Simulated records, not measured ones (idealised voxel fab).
Presented below is a process module, voxel gate over fins.
Each square cell in cross-section cut measures 5 nm, and the section as a whole is 275 nm wide.
The cross-sections in this document take the form of a grid made of square cells. They are written out as bands, in order from top to bottom. Each band consists of one or more rows of cells.
Heights first: top, then bottom, in nm. Then materials, left to right, each with a width in nm. "edge to edge" on a single material: fills the band edge to edge. "blank": empty space.
Zero point of the height axis is 0; under it, received wafer = one material. Lowest band: continues down indefinitely, "0 down".
So if you see something like "30..40" for the width, read it as the top row of the band sitting at the first number and the bottom row at the second, with every row in between moving by the same amount as the last.
Key: "no modifications" - step with no changed cell in the cross-section.
Heads up: "Sealed voids" only lists the empty pockets with no open path to the top that are 8 cells or more, and it writes them as width x height at distance, distance from the left edge, in nm.
Past the settings on a step's line: simulator remark, on that step.
Among the settings permitted on a step's line is "overlay nm"; applied to a step with a mask, it specifies the extent to which the mask lay to the right of its planned position, whereas a negative figure signifies a position to the left.
The remainder of this document consists of a sequence of paired cross-sections. Each pair presents the cross-section prior to one process step together with the cross-section following it, the latter being rendered only as deep as the lowest band that underwent change. The intervening step, together with its settings, is stated beneath each pair. Because the pairs may originate from different runs of this module on the same starting wafer, a given pair is to be read as continuing from the preceding pair only where its entry headed "Prior to processing" so indicates.

**Prior to processing**
> 10 to 5 | SiO2 edge to edge
> 5 to 0 | 100 SiO2; 15 SiN; 40 SiO2; 15 SiN; 105 SiO2
> 0 to -15 | 100 SiO2; 15 Si; 40 SiO2; 15 Si; 105 SiO2
> -15 to -20 | 100 SiO2; 15 Si; 10 SiO2; 5 TiN; 5 W; 5 TiN; 15 SiO2; 15 Si; 105 SiO2
> -20 to -25 | 100 SiO2; 15 Si; 10 SiO2; 15 TiN; 15 SiO2; 15 Si; 105 SiO2
> -25 to -40 | 100 SiO2; 15 Si; 40 SiO2; 15 Si; 105 SiO2
> -40 down | Si edge to edge
> Sealed voids: none

**Post-Step Appearance**
> 5 to 0 | 100 SiO2; 15 SiN; 40 SiO2; 15 SiN; 105 SiO2
> Everything under 0 stays put, no change at all.
> Sealed voids: none
What was done to get from the before section above to the after section? CMP with height nm 5

Prior to processing: nothing new to draw here, it's the after view of the pair just above.

**Post-Step Appearance**
> 5 to 0 | 100 blank; 15 SiN; 40 blank; 15 SiN; 105 blank
> 0 to -10 | 100 blank; 15 Si; 40 blank; 15 Si; 105 blank
> Everything under -10 stays put, no change at all.
> Sealed voids: none
What was done to get from the before section above to the after section? SELECTIVE_ETCH with etch materials SiO2, depth nm 15

Prior to processing: nothing new to draw here, it's the after view of the pair just above.

**Post-Step Appearance**
> 0 to -10 | 100 blank; 15 Si; 40 blank; 15 Si; 105 blank
> Everything under -10 stays put, no change at all.
> Sealed voids: none
What was done to get from the before section above to the after section? STRIP with etch materials SiN

Prior to processing: nothing new to draw here, it's the after view of the pair just above.

**Post-Step Appearance**
> 5 to 0 | 95 blank; 25 HfO2; 30 blank; 25 HfO2; 100 blank
> 0 to -5 | 95 blank; 5 HfO2; 15 Si; 5 HfO2; 30 blank; 5 HfO2; 15 Si; 5 HfO2; 100 blank
> -5 to -10 | 100 HfO2; 15 Si; 40 HfO2; 15 Si; 105 HfO2
> Everything under -10 stays put, no change at all.
> Sealed voids: none
What was done to get from the before section above to the after section? CONFORMAL_DEP with material HfO2, thk nm 5

Prior to processing: nothing new to draw here, it's the after view of the pair just above.

**Post-Step Appearance**
> 10 to 5 | 90 blank; 35 TiN; 20 blank; 35 TiN; 95 blank
> 5 to 0 | 90 blank; 5 TiN; 25 HfO2; 5 TiN; 20 blank; 5 TiN; 25 HfO2; 5 TiN; 95 blank
> 0 to -5 | 95 TiN; 5 HfO2; 15 Si; 5 HfO2; 30 TiN; 5 HfO2; 15 Si; 5 HfO2; 100 TiN
> Everything under -5 stays put, no change at all.
> Sealed voids: none
What was done to get from the before section above to the after section? CONFORMAL_DEP with material TiN, thk nm 5

Prior to processing: nothing new to draw here, it's the after view of the pair just above.

**Post-Step Appearance**
> 15 to 10 | 85 blank; 45 TiAl; 10 blank; 45 TiAl; 90 blank
> 10 to 5 | 85 blank; 5 TiAl; 35 TiN; 5 TiAl; 10 blank; 5 TiAl; 35 TiN; 5 TiAl; 90 blank
> 5 to 0 | 90 TiAl; 5 TiN; 25 HfO2; 5 TiN; 20 TiAl; 5 TiN; 25 HfO2; 5 TiN; 95 TiAl
> Everything under 0 stays put, no change at all.
> Sealed voids: none
What was done to get from the before section above to the after section? CONFORMAL_DEP with material TiAl, thk nm 5

Prior to processing: nothing new to draw here, it's the after view of the pair just above.

**Post-Step Appearance**
> 20 to 15 | 80 blank; 110 TiN; 85 blank
> 15 to 10 | 80 blank; 5 TiN; 45 TiAl; 10 TiN; 45 TiAl; 5 TiN; 85 blank
> 10 to 5 | 85 TiN; 5 TiAl; 35 TiN; 5 TiAl; 10 TiN; 5 TiAl; 35 TiN; 5 TiAl; 90 TiN
> Everything under 5 stays put, no change at all.
> Sealed voids: none
What was done to get from the before section above to the after section? CONFORMAL_DEP with material TiN, thk nm 5

Prior to processing: nothing new to draw here, it's the after view of the pair just above.

**Post-Step Appearance**
> 35 to 20 | W edge to edge
> 20 to 15 | 80 W; 110 TiN; 85 W
> 15 to 10 | 80 W; 5 TiN; 45 TiAl; 10 TiN; 45 TiAl; 5 TiN; 85 W
> Everything under 10 stays put, no change at all.
> Sealed voids: none
What was done to get from the before section above to the after section? FILL_DEP with material W, thk nm 15

Prior to processing: nothing new to draw here, it's the after view of the pair just above.

**Post-Step Appearance**
> 30 to 20 | W edge to edge
> Everything under 20 stays put, no change at all.
> Sealed voids: none
What was done to get from the before section above to the after section? CMP with height nm 30

Prior to processing: nothing new to draw here, it's the after view of the pair just above.

**Post-Step Appearance**
> 40 to 30 | SiN edge to edge
> Everything under 30 stays put, no change at all.
> Sealed voids: none
What was done to get from the before section above to the after section? CONFORMAL_DEP with material SiN, thk nm 10

**Prior to processing**
> 5 to 0 | 100 SiO2; 15 SiN; 40 SiO2; 15 SiN; 105 SiO2
> 0 to -30 | 100 SiO2; 15 Si; 40 SiO2; 15 Si; 105 SiO2
> -30 down | Si edge to edge
> Sealed voids: none

**Post-Step Appearance**
> 5 to 0 | 100 SiO2; 15 SiN; 10 SiO2; 20 blank; 10 SiO2; 15 SiN; 105 SiO2
> 0 to -25 | 100 SiO2; 15 Si; 10 SiO2; 20 blank; 10 SiO2; 15 Si; 105 SiO2
> Everything under -25 stays put, no change at all.
> Sealed voids: none
What was done to get from the before section above to the after section? MASKED_ETCH with tone open, mask id RAIL, width nm 20, etch materials SiO2, depth nm 30, overlay nm 0

Prior to processing: nothing new to draw here, it's the after view of the pair just above.

**Post-Step Appearance**
> 10 to 5 | 130 TiN; 10 blank; 135 TiN
> 5 to 0 | 100 SiO2; 15 SiN; 10 SiO2; 5 TiN; 10 blank; 5 TiN; 10 SiO2; 15 SiN; 105 SiO2
> 0 to -20 | 100 SiO2; 15 Si; 10 SiO2; 5 TiN; 10 blank; 5 TiN; 10 SiO2; 15 Si; 105 SiO2
> -20 to -25 | 100 SiO2; 15 Si; 10 SiO2; 20 TiN; 10 SiO2; 15 Si; 105 SiO2
> Everything under -25 stays put, no change at all.
> Sealed voids: none
What was done to get from the before section above to the after section? CONFORMAL_DEP with material TiN, thk nm 5

Prior to processing: nothing new to draw here, it's the after view of the pair just above.

**Post-Step Appearance**
> 15 to 10 | W edge to edge
> 10 to 5 | 130 TiN; 10 W; 135 TiN
> 5 to 0 | 100 SiO2; 15 SiN; 10 SiO2; 5 TiN; 10 W; 5 TiN; 10 SiO2; 15 SiN; 105 SiO2
> 0 to -20 | 100 SiO2; 15 Si; 10 SiO2; 5 TiN; 10 W; 5 TiN; 10 SiO2; 15 Si; 105 SiO2
> Everything under -20 stays put, no change at all.
> Sealed voids: none
What was done to get from the before section above to the after section? FILL_DEP with material W, thk nm 5

Prior to processing: nothing new to draw here, it's the after view of the pair just above.

**Post-Step Appearance**
> 5 to 0 | 100 SiO2; 15 SiN; 10 SiO2; 5 TiN; 10 W; 5 TiN; 10 SiO2; 15 SiN; 105 SiO2
> Everything under 0 stays put, no change at all.
> Sealed voids: none
What was done to get from the before section above to the after section? CMP with height nm 5

Prior to processing: nothing new to draw here, it's the after view of the pair just above.

**Post-Step Appearance**
> 5 to 0 | 100 SiO2; 15 SiN; 10 SiO2; 20 blank; 10 SiO2; 15 SiN; 105 SiO2
> 0 to -15 | 100 SiO2; 15 Si; 10 SiO2; 20 blank; 10 SiO2; 15 Si; 105 SiO2
> Everything under -15 stays put, no change at all.
> Sealed voids: none
What was done to get from the before section above to the after section? SELECTIVE_ETCH with etch materials W Ru TiN, depth nm 20

Prior to processing: nothing new to draw here, it's the after view of the pair just above.

**Post-Step Appearance**
> 10 to 5 | SiO2 edge to edge
> 5 to 0 | 100 SiO2; 15 SiN; 40 SiO2; 15 SiN; 105 SiO2
> 0 to -15 | 100 SiO2; 15 Si; 40 SiO2; 15 Si; 105 SiO2
> Everything under -15 stays put, no change at all.
> Sealed voids: none
What was done to get from the before section above to the after section? FILL_DEP with material SiO2, thk nm 5

Prior to processing: nothing new to draw here, it's the after view of the pair just above.

**Post-Step Appearance**
> 5 to 0 | 100 SiO2; 15 SiN; 40 SiO2; 15 SiN; 105 SiO2
> Everything under 0 stays put, no change at all.
> Sealed voids: none
What was done to get from the before section above to the after section? CMP with height nm 5

Prior to processing: nothing new to draw here, it's the after view of the pair just above.

**Post-Step Appearance**
> 5 to 0 | 100 blank; 15 SiN; 40 blank; 15 SiN; 105 blank
> 0 to -10 | 100 blank; 15 Si; 40 blank; 15 Si; 105 blank
> Everything under -10 stays put, no change at all.
> Sealed voids: none
What was done to get from the before section above to the after section? SELECTIVE_ETCH with etch materials SiO2, depth nm 15

Prior to processing: nothing new to draw here, it's the after view of the pair just above.

**Post-Step Appearance**
> 0 to -10 | 100 blank; 15 Si; 40 blank; 15 Si; 105 blank
> Everything under -10 stays put, no change at all.
> Sealed voids: none
What was done to get from the before section above to the after section? STRIP with etch materials SiN

Prior to processing: nothing new to draw here, it's the after view of the pair just above.

**Post-Step Appearance**
> 5 to 0 | 95 blank; 25 HfO2; 30 blank; 25 HfO2; 100 blank
> 0 to -5 | 95 blank; 5 HfO2; 15 Si; 5 HfO2; 30 blank; 5 HfO2; 15 Si; 5 HfO2; 100 blank
> -5 to -10 | 100 HfO2; 15 Si; 40 HfO2; 15 Si; 105 HfO2
> Everything under -10 stays put, no change at all.
> Sealed voids: none
What was done to get from the before section above to the after section? CONFORMAL_DEP with material HfO2, thk nm 5

Prior to processing: nothing new to draw here, it's the after view of the pair just above.

**Post-Step Appearance**
> 10 to 5 | 90 blank; 35 TiN; 20 blank; 35 TiN; 95 blank
> 5 to 0 | 90 blank; 5 TiN; 25 HfO2; 5 TiN; 20 blank; 5 TiN; 25 HfO2; 5 TiN; 95 blank
> 0 to -5 | 95 TiN; 5 HfO2; 15 Si; 5 HfO2; 30 TiN; 5 HfO2; 15 Si; 5 HfO2; 100 TiN
> Everything under -5 stays put, no change at all.
> Sealed voids: none
What was done to get from the before section above to the after section? CONFORMAL_DEP with material TiN, thk nm 5

Prior to processing: nothing new to draw here, it's the after view of the pair just above.

**Post-Step Appearance**
> 15 to 10 | 85 blank; 45 TiAl; 10 blank; 45 TiAl; 90 blank
> 10 to 5 | 85 blank; 5 TiAl; 35 TiN; 5 TiAl; 10 blank; 5 TiAl; 35 TiN; 5 TiAl; 90 blank
> 5 to 0 | 90 TiAl; 5 TiN; 25 HfO2; 5 TiN; 20 TiAl; 5 TiN; 25 HfO2; 5 TiN; 95 TiAl
> Everything under 0 stays put, no change at all.
> Sealed voids: none
What was done to get from the before section above to the after section? CONFORMAL_DEP with material TiAl, thk nm 5

Prior to processing: nothing new to draw here, it's the after view of the pair just above.

**Post-Step Appearance**
> 20 to 15 | 80 blank; 110 TiN; 85 blank
> 15 to 10 | 80 blank; 5 TiN; 45 TiAl; 10 TiN; 45 TiAl; 5 TiN; 85 blank
> 10 to 5 | 85 TiN; 5 TiAl; 35 TiN; 5 TiAl; 10 TiN; 5 TiAl; 35 TiN; 5 TiAl; 90 TiN
> Everything under 5 stays put, no change at all.
> Sealed voids: none
What was done to get from the before section above to the after section? CONFORMAL_DEP with material TiN, thk nm 5

Prior to processing: nothing new to draw here, it's the after view of the pair just above.

**Post-Step Appearance**
> 35 to 20 | W edge to edge
> 20 to 15 | 80 W; 110 TiN; 85 W
> 15 to 10 | 80 W; 5 TiN; 45 TiAl; 10 TiN; 45 TiAl; 5 TiN; 85 W
> Everything under 10 stays put, no change at all.
> Sealed voids: none
What was done to get from the before section above to the after section? FILL_DEP with material W, thk nm 15

Prior to processing: nothing new to draw here, it's the after view of the pair just above.

**Post-Step Appearance**
> 30 to 20 | W edge to edge
> Everything under 20 stays put, no change at all.
> Sealed voids: none
What was done to get from the before section above to the after section? CMP with height nm 30

Prior to processing: nothing new to draw here, it's the after view of the pair just above.

**Post-Step Appearance**
> 40 to 30 | SiN edge to edge
> Everything under 30 stays put, no change at all.
> Sealed voids: none
What was done to get from the before section above to the after section? CONFORMAL_DEP with material SiN, thk nm 10

**Prior to processing**
> 5 to 0 | SiN edge to edge
> 0 down | Si edge to edge
> Sealed voids: none

**Post-Step Appearance**
> 20 to 5 | 90 blank; 15 resist; 40 blank; 15 resist; 115 blank
> Everything under 5 stays put, no change at all.
> Sealed voids: none
What was done to get from the before section above to the after section? PATTERN with tone cover, mask id FINS, material resist, width nm 15, pitch nm 55, thk nm 15, overlay nm -10

Prior to processing: nothing new to draw here, it's the after view of the pair just above.

**Post-Step Appearance**
> 20 to 5 | 90 blank; 15 resist; 40 blank; 15 resist; 115 blank
> 5 to 0 | 90 blank; 15 SiN; 40 blank; 15 SiN; 115 blank
> Everything under 0 stays put, no change at all.
> Sealed voids: none
What was done to get from the before section above to the after section? DIRECTIONAL_ETCH with etch materials SiN, depth nm 5

Prior to processing: nothing new to draw here, it's the after view of the pair just above.

**Post-Step Appearance**
> 20 to 5 | 90 blank; 15 resist; 40 blank; 15 resist; 115 blank
> 5 to 0 | 90 blank; 15 SiN; 40 blank; 15 SiN; 115 blank
> 0 to -30 | 90 blank; 15 Si; 40 blank; 15 Si; 115 blank
> Everything under -30 stays put, no change at all.
> Sealed voids: none
What was done to get from the before section above to the after section? DIRECTIONAL_ETCH with etch materials Si, depth nm 30

Prior to processing: nothing new to draw here, it's the after view of the pair just above.

**Post-Step Appearance**
> 5 to 0 | 90 blank; 15 SiN; 40 blank; 15 SiN; 115 blank
> Everything under 0 stays put, no change at all.
> Sealed voids: none
What was done to get from the before section above to the after section? STRIP with etch materials resist

Prior to processing: nothing new to draw here, it's the after view of the pair just above.

**Post-Step Appearance**
> 15 to 5 | SiO2 edge to edge
> 5 to 0 | 90 SiO2; 15 SiN; 40 SiO2; 15 SiN; 115 SiO2
> 0 to -30 | 90 SiO2; 15 Si; 40 SiO2; 15 Si; 115 SiO2
> Everything under -30 stays put, no change at all.
> Sealed voids: none
What was done to get from the before section above to the after section? FILL_DEP with material SiO2, thk nm 10

Prior to processing: nothing new to draw here, it's the after view of the pair just above.

**Post-Step Appearance**
> 5 to 0 | 90 SiO2; 15 SiN; 40 SiO2; 15 SiN; 115 SiO2
> Everything under 0 stays put, no change at all.
> Sealed voids: none
What was done to get from the before section above to the after section? CMP with height nm 5

Prior to processing: nothing new to draw here, it's the after view of the pair just above.

**Post-Step Appearance**
> 5 to 0 | 90 SiO2; 15 SiN; 20 SiO2; 15 blank; 5 SiO2; 15 SiN; 115 SiO2
> 0 to -25 | 90 SiO2; 15 Si; 20 SiO2; 15 blank; 5 SiO2; 15 Si; 115 SiO2
> Everything under -25 stays put, no change at all.
> Sealed voids: none
What was done to get from the before section above to the after section? MASKED_ETCH with tone open, mask id RAIL, width nm 15, etch materials SiO2, depth nm 30, overlay nm 0

Prior to processing: nothing new to draw here, it's the after view of the pair just above.

**Post-Step Appearance**
> 10 to 5 | 130 TiN; 5 blank; 140 TiN
> 5 to 0 | 90 SiO2; 15 SiN; 20 SiO2; 5 TiN; 5 blank; 5 TiN; 5 SiO2; 15 SiN; 115 SiO2
> 0 to -20 | 90 SiO2; 15 Si; 20 SiO2; 5 TiN; 5 blank; 5 TiN; 5 SiO2; 15 Si; 115 SiO2
> -20 to -25 | 90 SiO2; 15 Si; 20 SiO2; 15 TiN; 5 SiO2; 15 Si; 115 SiO2
> Everything under -25 stays put, no change at all.
> Sealed voids: none
What was done to get from the before section above to the after section? CONFORMAL_DEP with material TiN, thk nm 5

Prior to processing: nothing new to draw here, it's the after view of the pair just above.

**Post-Step Appearance**
> 15 to 10 | W edge to edge
> 10 to 5 | 130 TiN; 5 W; 140 TiN
> 5 to 0 | 90 SiO2; 15 SiN; 20 SiO2; 5 TiN; 5 W; 5 TiN; 5 SiO2; 15 SiN; 115 SiO2
> 0 to -20 | 90 SiO2; 15 Si; 20 SiO2; 5 TiN; 5 W; 5 TiN; 5 SiO2; 15 Si; 115 SiO2
> Everything under -20 stays put, no change at all.
> Sealed voids: none
What was done to get from the before section above to the after section? FILL_DEP with material W, thk nm 5

Prior to processing: nothing new to draw here, it's the after view of the pair just above.

**Post-Step Appearance**
> 5 to 0 | 90 SiO2; 15 SiN; 20 SiO2; 5 TiN; 5 W; 5 TiN; 5 SiO2; 15 SiN; 115 SiO2
> Everything under 0 stays put, no change at all.
> Sealed voids: none
What was done to get from the before section above to the after section? CMP with height nm 5

Prior to processing: nothing new to draw here, it's the after view of the pair just above.

**Post-Step Appearance**
> 5 to 0 | 90 SiO2; 15 SiN; 20 SiO2; 15 blank; 5 SiO2; 15 SiN; 115 SiO2
> 0 to -15 | 90 SiO2; 15 Si; 20 SiO2; 15 blank; 5 SiO2; 15 Si; 115 SiO2
> Everything under -15 stays put, no change at all.
> Sealed voids: none
What was done to get from the before section above to the after section? SELECTIVE_ETCH with etch materials W Ru TiN, depth nm 20

Prior to processing: nothing new to draw here, it's the after view of the pair just above.

**Post-Step Appearance**
> 10 to 5 | SiO2 edge to edge
> 5 to 0 | 90 SiO2; 15 SiN; 40 SiO2; 15 SiN; 115 SiO2
> 0 to -15 | 90 SiO2; 15 Si; 40 SiO2; 15 Si; 115 SiO2
> Everything under -15 stays put, no change at all.
> Sealed voids: none
What was done to get from the before section above to the after section? FILL_DEP with material SiO2, thk nm 5

Prior to processing: nothing new to draw here, it's the after view of the pair just above.

**Post-Step Appearance**
> 5 to 0 | 90 SiO2; 15 SiN; 40 SiO2; 15 SiN; 115 SiO2
> Everything under 0 stays put, no change at all.
> Sealed voids: none
What was done to get from the before section above to the after section? CMP with height nm 5

Prior to processing: nothing new to draw here, it's the after view of the pair just above.

**Post-Step Appearance**
> 5 to 0 | 90 blank; 15 SiN; 40 blank; 15 SiN; 115 blank
> 0 to -10 | 90 blank; 15 Si; 40 blank; 15 Si; 115 blank
> Everything under -10 stays put, no change at all.
> Sealed voids: none
What was done to get from the before section above to the after section? SELECTIVE_ETCH with etch materials SiO2, depth nm 15

Prior to processing: nothing new to draw here, it's the after view of the pair just above.

**Post-Step Appearance**
> 0 to -10 | 90 blank; 15 Si; 40 blank; 15 Si; 115 blank
> Everything under -10 stays put, no change at all.
> Sealed voids: none
What was done to get from the before section above to the after section? STRIP with etch materials SiN

Prior to processing: nothing new to draw here, it's the after view of the pair just above.

**Post-Step Appearance**
> 5 to 0 | 85 blank; 25 HfO2; 30 blank; 25 HfO2; 110 blank
> 0 to -5 | 85 blank; 5 HfO2; 15 Si; 5 HfO2; 30 blank; 5 HfO2; 15 Si; 5 HfO2; 110 blank
> -5 to -10 | 90 HfO2; 15 Si; 40 HfO2; 15 Si; 115 HfO2
> Everything under -10 stays put, no change at all.
> Sealed voids: none
What was done to get from the before section above to the after section? CONFORMAL_DEP with material HfO2, thk nm 5

Prior to processing: nothing new to draw here, it's the after view of the pair just above.

**Post-Step Appearance**
> 10 to 5 | 80 blank; 35 TiN; 20 blank; 35 TiN; 105 blank
> 5 to 0 | 80 blank; 5 TiN; 25 HfO2; 5 TiN; 20 blank; 5 TiN; 25 HfO2; 5 TiN; 105 blank
> 0 to -5 | 85 TiN; 5 HfO2; 15 Si; 5 HfO2; 30 TiN; 5 HfO2; 15 Si; 5 HfO2; 110 TiN
> Everything under -5 stays put, no change at all.
> Sealed voids: none
What was done to get from the before section above to the after section? CONFORMAL_DEP with material TiN, thk nm 5

Prior to processing: nothing new to draw here, it's the after view of the pair just above.

**Post-Step Appearance**
> 15 to 10 | 75 blank; 45 TiAl; 10 blank; 45 TiAl; 100 blank
> 10 to 5 | 75 blank; 5 TiAl; 35 TiN; 5 TiAl; 10 blank; 5 TiAl; 35 TiN; 5 TiAl; 100 blank
> 5 to 0 | 80 TiAl; 5 TiN; 25 HfO2; 5 TiN; 20 TiAl; 5 TiN; 25 HfO2; 5 TiN; 105 TiAl
> Everything under 0 stays put, no change at all.
> Sealed voids: none
What was done to get from the before section above to the after section? CONFORMAL_DEP with material TiAl, thk nm 5

Prior to processing: nothing new to draw here, it's the after view of the pair just above.

**Post-Step Appearance**
> 20 to 15 | 70 blank; 110 TiN; 95 blank
> 15 to 10 | 70 blank; 5 TiN; 45 TiAl; 10 TiN; 45 TiAl; 5 TiN; 95 blank
> 10 to 5 | 75 TiN; 5 TiAl; 35 TiN; 5 TiAl; 10 TiN; 5 TiAl; 35 TiN; 5 TiAl; 100 TiN
> Everything under 5 stays put, no change at all.
> Sealed voids: none
What was done to get from the before section above to the after section? CONFORMAL_DEP with material TiN, thk nm 5

Prior to processing: nothing new to draw here, it's the after view of the pair just above.

**Post-Step Appearance**
> 35 to 20 | W edge to edge
> 20 to 15 | 70 W; 110 TiN; 95 W
> 15 to 10 | 70 W; 5 TiN; 45 TiAl; 10 TiN; 45 TiAl; 5 TiN; 95 W
> Everything under 10 stays put, no change at all.
> Sealed voids: none
What was done to get from the before section above to the after section? FILL_DEP with material W, thk nm 15

Prior to processing: nothing new to draw here, it's the after view of the pair just above.

**Post-Step Appearance**
> 30 to 20 | W edge to edge
> Everything under 20 stays put, no change at all.
> Sealed voids: none
What was done to get from the before section above to the after section? CMP with height nm 30

Prior to processing: nothing new to draw here, it's the after view of the pair just above.

**Post-Step Appearance**
> 40 to 30 | SiN edge to edge
> Everything under 30 stays put, no change at all.
> Sealed voids: none
What was done to get from the before section above to the after section? CONFORMAL_DEP with material SiN, thk nm 10

**Prior to processing**
> 5 to 0 | 100 SiO2; 15 SiN; 10 SiO2; 5 TiN; 5 W; 5 TiN; 15 SiO2; 15 SiN; 105 SiO2
> 0 to -20 | 100 SiO2; 15 Si; 10 SiO2; 5 TiN; 5 W; 5 TiN; 15 SiO2; 15 Si; 105 SiO2
> -20 to -25 | 100 SiO2; 15 Si; 10 SiO2; 15 TiN; 15 SiO2; 15 Si; 105 SiO2
> -25 to -30 | 100 SiO2; 15 Si; 40 SiO2; 15 Si; 105 SiO2
> -30 down | Si edge to edge
> Sealed voids: none

**Post-Step Appearance**
> 5 to 0 | 100 SiO2; 15 SiN; 10 SiO2; 5 blank; 5 W; 5 blank; 15 SiO2; 15 SiN; 105 SiO2
> 0 to -15 | 100 SiO2; 15 Si; 10 SiO2; 5 blank; 5 W; 5 blank; 15 SiO2; 15 Si; 105 SiO2
> Everything under -15 stays put, no change at all.
> Sealed voids: none
What was done to get from the before section above to the after section? SELECTIVE_ETCH with etch materials TiN, depth nm 20

Prior to processing: nothing new to draw here, it's the after view of the pair just above.

**Post-Step Appearance**
> 10 to 5 | SiO2 edge to edge
> 5 to 0 | 100 SiO2; 15 SiN; 15 SiO2; 5 W; 20 SiO2; 15 SiN; 105 SiO2
> 0 to -15 | 100 SiO2; 15 Si; 15 SiO2; 5 W; 20 SiO2; 15 Si; 105 SiO2
> Everything under -15 stays put, no change at all.
> Sealed voids: none
What was done to get from the before section above to the after section? FILL_DEP with material SiO2, thk nm 5

Prior to processing: nothing new to draw here, it's the after view of the pair just above.

**Post-Step Appearance**
> 5 to 0 | 100 SiO2; 15 SiN; 15 SiO2; 5 W; 20 SiO2; 15 SiN; 105 SiO2
> Everything under 0 stays put, no change at all.
> Sealed voids: none
What was done to get from the before section above to the after section? CMP with height nm 5

Prior to processing: nothing new to draw here, it's the after view of the pair just above.

**Post-Step Appearance**
> 5 to 0 | 100 blank; 15 SiN; 15 blank; 5 W; 20 blank; 15 SiN; 105 blank
> 0 to -10 | 100 blank; 15 Si; 15 blank; 5 W; 20 blank; 15 Si; 105 blank
> Everything under -10 stays put, no change at all.
> Sealed voids: none
What was done to get from the before section above to the after section? SELECTIVE_ETCH with etch materials SiO2, depth nm 15

Prior to processing: nothing new to draw here, it's the after view of the pair just above.

**Post-Step Appearance**
> 5 to 0 | 130 blank; 5 W; 140 blank
> Everything under 0 stays put, no change at all.
> Sealed voids: none
What was done to get from the before section above to the after section? STRIP with etch materials SiN

Prior to processing: nothing new to draw here, it's the after view of the pair just above.

**Post-Step Appearance**
> 10 to 5 | 125 blank; 15 HfO2; 135 blank
> 5 to 0 | 95 blank; 25 HfO2; 5 blank; 5 HfO2; 5 W; 5 HfO2; 10 blank; 25 HfO2; 100 blank
> 0 to -5 | 95 blank; 5 HfO2; 15 Si; 5 HfO2; 5 blank; 5 HfO2; 5 W; 5 HfO2; 10 blank; 5 HfO2; 15 Si; 5 HfO2; 100 blank
> -5 to -10 | 100 HfO2; 15 Si; 15 HfO2; 5 W; 20 HfO2; 15 Si; 105 HfO2
> Everything under -10 stays put, no change at all.
> Sealed voids: none
What was done to get from the before section above to the after section? CONFORMAL_DEP with material HfO2, thk nm 5

Prior to processing: nothing new to draw here, it's the after view of the pair just above.

**Post-Step Appearance**
> 15 to 10 | 120 blank; 25 TiN; 130 blank
> 10 to 5 | 90 blank; 35 TiN; 15 HfO2; 40 TiN; 95 blank
> 5 to 0 | 90 blank; 5 TiN; 25 HfO2; 5 TiN; 5 HfO2; 5 W; 5 HfO2; 10 TiN; 25 HfO2; 5 TiN; 95 blank
> 0 to -5 | 95 TiN; 5 HfO2; 15 Si; 5 HfO2; 5 TiN; 5 HfO2; 5 W; 5 HfO2; 10 TiN; 5 HfO2; 15 Si; 5 HfO2; 100 TiN
> Everything under -5 stays put, no change at all.
> Sealed voids: none
What was done to get from the before section above to the after section? CONFORMAL_DEP with material TiN, thk nm 5

Prior to processing: nothing new to draw here, it's the after view of the pair just above.

**Post-Step Appearance**
> 20 to 15 | 115 blank; 35 TiAl; 125 blank
> 15 to 10 | 85 blank; 35 TiAl; 25 TiN; 40 TiAl; 90 blank
> 10 to 5 | 85 blank; 5 TiAl; 35 TiN; 15 HfO2; 40 TiN; 5 TiAl; 90 blank
> 5 to 0 | 90 TiAl; 5 TiN; 25 HfO2; 5 TiN; 5 HfO2; 5 W; 5 HfO2; 10 TiN; 25 HfO2; 5 TiN; 95 TiAl
> Everything under 0 stays put, no change at all.
> Sealed voids: none
What was done to get from the before section above to the after section? CONFORMAL_DEP with material TiAl, thk nm 5

Prior to processing: nothing new to draw here, it's the after view of the pair just above.

**Post-Step Appearance**
> 25 to 20 | 110 blank; 45 TiN; 120 blank
> 20 to 15 | 80 blank; 35 TiN; 35 TiAl; 40 TiN; 85 blank
> 15 to 10 | 80 blank; 5 TiN; 35 TiAl; 25 TiN; 40 TiAl; 5 TiN; 85 blank
> 10 to 5 | 85 TiN; 5 TiAl; 35 TiN; 15 HfO2; 40 TiN; 5 TiAl; 90 TiN
> Everything under 5 stays put, no change at all.
> Sealed voids: none
What was done to get from the before section above to the after section? CONFORMAL_DEP with material TiN, thk nm 5

Prior to processing: nothing new to draw here, it's the after view of the pair just above.

**Post-Step Appearance**
> 40 to 25 | W edge to edge
> 25 to 20 | 110 W; 45 TiN; 120 W
> 20 to 15 | 80 W; 35 TiN; 35 TiAl; 40 TiN; 85 W
> 15 to 10 | 80 W; 5 TiN; 35 TiAl; 25 TiN; 40 TiAl; 5 TiN; 85 W
> Everything under 10 stays put, no change at all.
> Sealed voids: none
What was done to get from the before section above to the after section? FILL_DEP with material W, thk nm 15

Prior to processing: nothing new to draw here, it's the after view of the pair just above.

**Post-Step Appearance**
> 30 to 25 | W edge to edge
> Everything under 25 stays put, no change at all.
> Sealed voids: none
What was done to get from the before section above to the after section? CMP with height nm 30

Prior to processing: nothing new to draw here, it's the after view of the pair just above.

**Post-Step Appearance**
> 40 to 30 | SiN edge to edge
> Everything under 30 stays put, no change at all.
> Sealed voids: none
What was done to get from the before section above to the after section? CONFORMAL_DEP with material SiN, thk nm 10

**Prior to processing**
> 5 to 0 | SiN edge to edge
> 0 down | Si edge to edge
> Sealed voids: none

**Post-Step Appearance**
> 20 to 5 | 100 resist; 15 blank; 40 resist; 15 blank; 105 resist
> Everything under 5 stays put, no change at all.
> Sealed voids: none
What was done to get from the before section above to the after section? PATTERN with tone open, mask id FINS, material resist, width nm 15, pitch nm 55, thk nm 15, overlay nm 0

Prior to processing: nothing new to draw here, it's the after view of the pair just above.

**Post-Step Appearance**
> 20 to 5 | 100 resist; 15 blank; 40 resist; 15 blank; 105 resist
> 5 to 0 | 100 SiN; 15 blank; 40 SiN; 15 blank; 105 SiN
> Everything under 0 stays put, no change at all.
> Sealed voids: none
What was done to get from the before section above to the after section? DIRECTIONAL_ETCH with etch materials SiN, depth nm 5

Prior to processing: nothing new to draw here, it's the after view of the pair just above.

**Post-Step Appearance**
> 20 to 5 | 100 resist; 15 blank; 40 resist; 15 blank; 105 resist
> 5 to 0 | 100 SiN; 15 blank; 40 SiN; 15 blank; 105 SiN
> 0 to -30 | 100 Si; 15 blank; 40 Si; 15 blank; 105 Si
> Everything under -30 stays put, no change at all.
> Sealed voids: none
What was done to get from the before section above to the after section? DIRECTIONAL_ETCH with etch materials Si, depth nm 30

Prior to processing: nothing new to draw here, it's the after view of the pair just above.

**Post-Step Appearance**
> 5 to 0 | 100 SiN; 15 blank; 40 SiN; 15 blank; 105 SiN
> Everything under 0 stays put, no change at all.
> Sealed voids: none
What was done to get from the before section above to the after section? STRIP with etch materials resist
